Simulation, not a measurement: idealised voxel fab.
voxel gate over fins: a process module
FYI the section here is cut, 160 nm wide, cells are 5 nm squares.
In what follows, cross-sections appear as grids of square cells, described through bands that run from the top down, where every band is one or more rows of cells. Each band's line starts with the height of the band's top and of its bottom, in nm. Then come its materials from left to right, each with its width in nm. One material with "throughout" fills the band from edge to edge. "blank" is empty space. Ref level 0: as-received wafer is one material below here. Bottom band extends down with no lower bound ("z 0 and below"). Width "30..40": first value at the band's top row of cells, second value at its bottom row, equal change from row to row. The cross-section has no changed cell in any step marked "no change". Closed empty spaces (no open way to the top) of 8 cells or more are what "Enclosed cavities" lists, each as width x height at distance from the left edge, nm for all three. The remark found on a step's line after its settings is issued by the simulator itself and pertains to that step. If you see "overlay nm" on a step's line and that step has a mask, it's telling you how far right of where it was planned the mask ended up; a negative number means it went left instead.
SO HERE'S THE LINEUP OF PROCESS STEPS WE PLANNED
1 RECEIVE, material Si
2 CONFORMAL_DEP, material SiN, thk nm 10
3 MASKED_ETCH, tone cover, mask id FINS, width nm 15, pitch nm 60, etch materials SiN, depth nm 10, overlay nm 0
4 MASKED_ETCH, tone cover, mask id FINS, width nm 15, pitch nm 60, etch materials Si, depth nm 35, overlay nm 0
5 OXIDIZE, depth nm 5
6 FILL_DEP, material SiO2, thk nm 15
7 CMP, height nm 10
8 MASKED_ETCH, tone open, mask id RAIL, width nm 15, etch materials SiO2, depth nm 40, overlay nm 0
9 CONFORMAL_DEP, material TiN, thk nm 5
10 FILL_DEP, material Ru, thk nm 5
11 CMP, height nm 10
12 SELECTIVE_ETCH, etch materials W Ru TiN, depth nm 25
13 FILL_DEP, material SiO2, thk nm 5
14 CMP, height nm 10
15 SELECTIVE_ETCH, etch materials SiO2, depth nm 20
16 STRIP, etch materials SiN
17 CONFORMAL_DEP, material HfO2, thk nm 5
18 CONFORMAL_DEP, material TiN, thk nm 5
19 CONFORMAL_DEP, material TiAl, thk nm 5
20 CONFORMAL_DEP, material TiN, thk nm 5
21 FILL_DEP, material W, thk nm 10
22 CMP, height nm 25
23 CONFORMAL_DEP, material SiN, thk nm 10
DELIVERED WAFER IN CROSS-SECTION: STATE AFTER STEP 1
	z 0 and below  Si throughout
	Enclosed cavities: none
SAME STARTING WAFER, SAME PLAN AS ABOVE, ONE MISTAKE IN THE EXECUTION; THIS IS THE CROSS-SECTION AT THE END OF THE MODULE
	z 35 to 25  SiN throughout
	z 25 to 20  W throughout
	z 20 to 15  TiN throughout
	z 15 to 10  TiAl throughout
	z 10 to 5  TiN 45 nm | TiAl 5 nm | TiN 55 nm | TiAl 5 nm | TiN 50 nm
	z 5 to 0  HfO2 40 nm | TiN 15 nm | HfO2 45 nm | TiN 15 nm | HfO2 45 nm
	z 0 to -5  Si 35 nm | HfO2 25 nm | Si 35 nm | HfO2 25 nm | Si 40 nm
	z -5 and below  Si throughout
	Enclosed cavities: none
Want to know what went wrong? step 3 did not happen as planned, as run it was MASKED_ETCH, tone open, mask id FINS, width nm 15, pitch nm 60, etch materials SiN, depth nm 10, overlay nm 0
